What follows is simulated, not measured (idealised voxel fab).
Process module in this document: voxel spacer lines
In the cross-section labelled cut, the width is 300 nm and each square cell is 5 nm.
A cross-section is written here as square cells arranged in a grid, and it is given in bands from the top down, each band taking up one or more rows of cells.
Quick guide to a band line: top height, bottom height (nm) up front; then every material left to right with its width in nm. Only one material and it's marked "all across"? Then it fills the band edge to edge. And "blank" just means empty space.
Heights are measured from 0, the level below which the as-received wafer is all one material; the lowest band has no bottom and continues downward, written as in "top 0, no bottom".
Width spec "30 to 40" -> top row of cells at first value, bottom row at second value, equal per-row change in between.
Where the words "identical to before" appear for a step, the cross-section shows no cell changed by that step; every cell remained as before.
In the "Voids, fully enclosed" entry, you get each enclosed empty space of 8 cells or more, one with no open way to the top, written width x height at distance, distance from the left edge, in nm.
That trailing text on a step's line, after the settings, is the simulator's own remark on the step.
overlay nm: step with mask; distance mask lay right of planned place; negative value = left of planned place.
Process steps - plan:
step 1: op RECEIVE | material Si
step 2: op CONFORMAL_DEP | material Al2O3 | thk nm 5
step 3: op DIRECTIONAL_DEP | material TiN | thk nm 15
step 4: op DIRECTIONAL_DEP | material aC | thk nm 25
step 5: op PATTERN | tone cover | mask id MANDREL | material resist | width nm 15 | pitch nm 60 | thk nm 30 | overlay nm 0
step 6: op DIRECTIONAL_ETCH | etch materials aC | depth nm 25
step 7: op STRIP | etch materials resist
step 8: op CONFORMAL_DEP | material SiO2 | thk nm 15
step 9: op DIRECTIONAL_ETCH | etch materials SiO2 | depth nm 15
step 10: op STRIP | etch materials aC
step 11: op DIRECTIONAL_ETCH | etch materials TiN | depth nm 15
step 12: op STRIP | etch materials SiO2
first wafer, as planned:
Delivered wafer in cross-section: state after step 1:
> top 0, no bottom | Si all across
> Voids, fully enclosed: none
Cross-section through the wafer, step 2 finished:
> top 5, bottom 0 | Al2O3 all across
> For the remainder of the cross-section, below 0, there is no change.
Cross-section through the wafer, step 3 finished:
> top 20, bottom 5 | TiN all across
> For the remainder of the cross-section, below 5, there is no change.
Cross-section through the wafer, step 4 finished:
> top 45, bottom 20 | aC all across
> For the remainder of the cross-section, below 20, there is no change.
Cross-section through the wafer, step 5 finished:
> top 75, bottom 45 | 110 of blank | 15 of resist | 45 of blank | 15 of resist | 115 of blank
> For the remainder of the cross-section, below 45, there is no change.
Cross-section through the wafer, step 6 finished:
> top 50, bottom 45 | 110 of blank | 15 of resist | 45 of blank | 15 of resist | 115 of blank
> top 45, bottom 20 | 110 of blank | 15 of aC | 45 of blank | 15 of aC | 115 of blank
> For the remainder of the cross-section, below 20, there is no change.
Cross-section through the wafer, step 7 finished:
> top 45, bottom 20 | 110 of blank | 15 of aC | 45 of blank | 15 of aC | 115 of blank
> For the remainder of the cross-section, below 20, there is no change.
Cross-section through the wafer, step 8 finished:
> top 60, bottom 45 | 95 of blank | 45 of SiO2 | 15 of blank | 45 of SiO2 | 100 of blank
> top 45, bottom 35 | 95 of blank | 15 of SiO2 | 15 of aC | 15 of SiO2 | 15 of blank | 15 of SiO2 | 15 of aC | 15 of SiO2 | 100 of blank
> top 35, bottom 20 | 110 of SiO2 | 15 of aC | 45 of SiO2 | 15 of aC | 115 of SiO2
> For the remainder of the cross-section, below 20, there is no change.
Cross-section through the wafer, step 9 finished:
> top 45, bottom 20 | 95 of blank | 15 of SiO2 | 15 of aC | 15 of SiO2 | 15 of blank | 15 of SiO2 | 15 of aC | 15 of SiO2 | 100 of blank
> For the remainder of the cross-section, below 20, there is no change.
Cross-section through the wafer, step 10 finished:
> top 45, bottom 20 | 95 of blank | 15 of SiO2 | 15 of blank | 15 of SiO2 | 15 of blank | 15 of SiO2 | 15 of blank | 15 of SiO2 | 100 of blank
> For the remainder of the cross-section, below 20, there is no change.
Cross-section through the wafer, step 11 finished:
> top 45, bottom 20 | 95 of blank | 15 of SiO2 | 15 of blank | 15 of SiO2 | 15 of blank | 15 of SiO2 | 15 of blank | 15 of SiO2 | 100 of blank
> top 20, bottom 5 | 95 of blank | 15 of TiN | 15 of blank | 15 of TiN | 15 of blank | 15 of TiN | 15 of blank | 15 of TiN | 100 of blank
> For the remainder of the cross-section, below 5, there is no change.
Cross-section through the wafer, step 12 finished:
> top 20, bottom 5 | 95 of blank | 15 of TiN | 15 of blank | 15 of TiN | 15 of blank | 15 of TiN | 15 of blank | 15 of TiN | 100 of blank
> For the remainder of the cross-section, below 5, there is no change.
Wafer two: like wafer one in start and plan, but with one mistake in execution; identical up to and including step 2:
Second wafer at the planned finish of step 3, seen in cross-section:
> top 35, bottom 5 | TiN all across
> For the remainder of the cross-section, below 5, there is no change.
Second wafer at the planned finish of step 4, seen in cross-section:
> top 60, bottom 35 | aC all across
> For the remainder of the cross-section, below 35, there is no change.
Second wafer at the planned finish of step 5, seen in cross-section:
> top 90, bottom 60 | 110 of blank | 15 of resist | 45 of blank | 15 of resist | 115 of blank
> For the remainder of the cross-section, below 60, there is no change.
Second wafer at the planned finish of step 6, seen in cross-section:
> top 65, bottom 60 | 110 of blank | 15 of resist | 45 of blank | 15 of resist | 115 of blank
> top 60, bottom 35 | 110 of blank | 15 of aC | 45 of blank | 15 of aC | 115 of blank
> For the remainder of the cross-section, below 35, there is no change.
Second wafer at the planned finish of step 7, seen in cross-section:
> top 60, bottom 35 | 110 of blank | 15 of aC | 45 of blank | 15 of aC | 115 of blank
> For the remainder of the cross-section, below 35, there is no change.
Second wafer at the planned finish of step 8, seen in cross-section:
> top 75, bottom 60 | 95 of blank | 45 of SiO2 | 15 of blank | 45 of SiO2 | 100 of blank
> top 60, bottom 50 | 95 of blank | 15 of SiO2 | 15 of aC | 15 of SiO2 | 15 of blank | 15 of SiO2 | 15 of aC | 15 of SiO2 | 100 of blank
> top 50, bottom 35 | 110 of SiO2 | 15 of aC | 45 of SiO2 | 15 of aC | 115 of SiO2
> For the remainder of the cross-section, below 35, there is no change.
Second wafer at the planned finish of step 9, seen in cross-section:
> top 60, bottom 35 | 95 of blank | 15 of SiO2 | 15 of aC | 15 of SiO2 | 15 of blank | 15 of SiO2 | 15 of aC | 15 of SiO2 | 100 of blank
> For the remainder of the cross-section, below 35, there is no change.
Second wafer at the planned finish of step 10, seen in cross-section:
> top 60, bottom 35 | 95 of blank | 15 of SiO2 | 15 of blank | 15 of SiO2 | 15 of blank | 15 of SiO2 | 15 of blank | 15 of SiO2 | 100 of blank
> For the remainder of the cross-section, below 35, there is no change.
Second wafer at the planned finish of step 11, seen in cross-section:
> top 60, bottom 35 | 95 of blank | 15 of SiO2 | 15 of blank | 15 of SiO2 | 15 of blank | 15 of SiO2 | 15 of blank | 15 of SiO2 | 100 of blank
> top 35, bottom 20 | 95 of blank | 15 of TiN | 15 of blank | 15 of TiN | 15 of blank | 15 of TiN | 15 of blank | 15 of TiN | 100 of blank
> For the remainder of the cross-section, below 20, there is no change.
Second wafer at the planned finish of step 12, seen in cross-section:
> top 35, bottom 20 | 95 of blank | 15 of TiN | 15 of blank | 15 of TiN | 15 of blank | 15 of TiN | 15 of blank | 15 of TiN | 100 of blank
> For the remainder of the cross-section, below 20, there is no change.
Deviation noted in wafer processing: step 3 from the plan got run twice
Once processing is complete, comparing cell counts shows that the second wafer has more or fewer of certain materials than the first: TiN: 180 more
